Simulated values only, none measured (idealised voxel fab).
Process module, titled voxel local oxidation
The cross-section on display is named cut; it measures 220 nm wide, and its cells are 5 nm squares.
Cross-section = grid of square cells, listed top down in bands; band = one or more rows.
Heads up on the band format: heights come first, top then bottom, in nm. After that it's the materials left to right, each with its width in nm. A single material flagged "throughout" fills the whole band edge to edge, and "blank" means there's empty space there.
Note: height 0 marks the level under which the wafer is uniformly one material as received. Lowest band unbounded below, written "from 0 down".
Graded width ("30->40"): value in top row of band = first number; value in bottom row = second number; row-to-row change constant.
What does "everything unchanged" mean for a step? It means no cell of the cross-section changed in that step.
Each empty space that has no open way to the top and spans at least 8 cells appears under "Sealed voids" as width x height at distance, the distance counted from the left edge, all in nm.
It should be noted that, on the line of a given step, the content following the step's settings is a remark produced by the simulator itself with respect to that step.
overlay nm: mask right of planned place by this much (step with mask). Neg. = left.
### Steps in the process plan
- 1: RECEIVE [material Si]
- 2: OXIDIZE [depth nm 5]
- 3: CONFORMAL_DEP [material SiN] [thk nm 10]
- 4: DIRECTIONAL_DEP [material aC] [thk nm 10]
- 5: PATTERN [tone cover] [mask id ACTIVE] [material resist] [width nm 115] [thk nm 25] [overlay nm 0]
- 6: DIRECTIONAL_ETCH [etch materials aC] [depth nm 10]
- 7: STRIP [etch materials resist]
- 8: DIRECTIONAL_ETCH [etch materials SiN] [depth nm 10]
- 9: STRIP [etch materials aC]
- 10: SELECTIVE_ETCH [etch materials SiO2] [depth nm 5]
- 11: OXIDIZE [depth nm 15]
- 12: STRIP [etch materials SiN]
### The following pertains to the first of two wafers, which was processed as planned
### Cross-section of the wafer as it came to us, i.e., already through step 1
	from 0 down  Si throughout
	Sealed voids: none
### after step 2
	from 0 to -5  SiO2 throughout
	Lower than -5, everything is as it was.
### after step 3
	from 10 to 0  SiN throughout
	Lower than 0, everything is as it was.
### after step 4
	from 20 to 10  aC throughout
	Lower than 10, everything is as it was.
### after step 5
	from 45 to 20  blank=50; resist=115; blank=55
	Lower than 20, everything is as it was.
### after step 6
	from 35 to 20  blank=50; resist=115; blank=55
	from 20 to 10  blank=50; aC=115; blank=55
	Lower than 10, everything is as it was.
### after step 7
	from 20 to 10  blank=50; aC=115; blank=55
	Lower than 10, everything is as it was.
### after step 8
	from 20 to 10  blank=50; aC=115; blank=55
	from 10 to 0  blank=50; SiN=115; blank=55
	Lower than 0, everything is as it was.
### after step 9
	from 10 to 0  blank=50; SiN=115; blank=55
	Lower than 0, everything is as it was.
### after step 10
	from 10 to 0  blank=50; SiN=115; blank=55
	from 0 to -5  blank=55; SiO2=105; blank=60
	Lower than -5, everything is as it was.
### after step 11
	from 10 to 0  blank=50; SiN=115; blank=55
	from 0 to -5  blank=55; SiO2=105; blank=60
	from -5 to -20  SiO2=70; Si=75; SiO2=75
	Lower than -20, everything is as it was.
### after step 12
	from 0 to -5  blank=55; SiO2=105; blank=60
	Lower than -5, everything is as it was.
### Wafer two. Identical start, identical plan. One mistake in execution. Identical history through step 6
The second wafer cut through, at the time step 7 was supposed to be finished: everything unchanged
### The second wafer cut through, at the time step 8 was supposed to be finished
	from 35 to 20  blank=50; resist=115; blank=55
	from 20 to 10  blank=50; aC=115; blank=55
	from 10 to 0  blank=50; SiN=115; blank=55
	Lower than 0, everything is as it was.
### The second wafer cut through, at the time step 9 was supposed to be finished
	from 10 to 0  blank=50; SiN=115; blank=55
	Lower than 0, everything is as it was.
### The second wafer cut through, at the time step 10 was supposed to be finished
	from 10 to 0  blank=50; SiN=115; blank=55
	from 0 to -5  blank=55; SiO2=105; blank=60
	Lower than -5, everything is as it was.
### The second wafer cut through, at the time step 11 was supposed to be finished
	from 10 to 0  blank=50; SiN=115; blank=55
	from 0 to -5  blank=55; SiO2=105; blank=60
	from -5 to -20  SiO2=70; Si=75; SiO2=75
	Lower than -20, everything is as it was.
### The second wafer cut through, at the time step 12 was supposed to be finished
	from 0 to -5  blank=55; SiO2=105; blank=60
	Lower than -5, everything is as it was.
It is concluded that the wafer was processed incorrectly with respect to the plan, in that heads up, step 7 of the plan was skipped and never actually ran
Final cross-sections of the two wafers are identical, so the mistake has no effect on what this model computes.
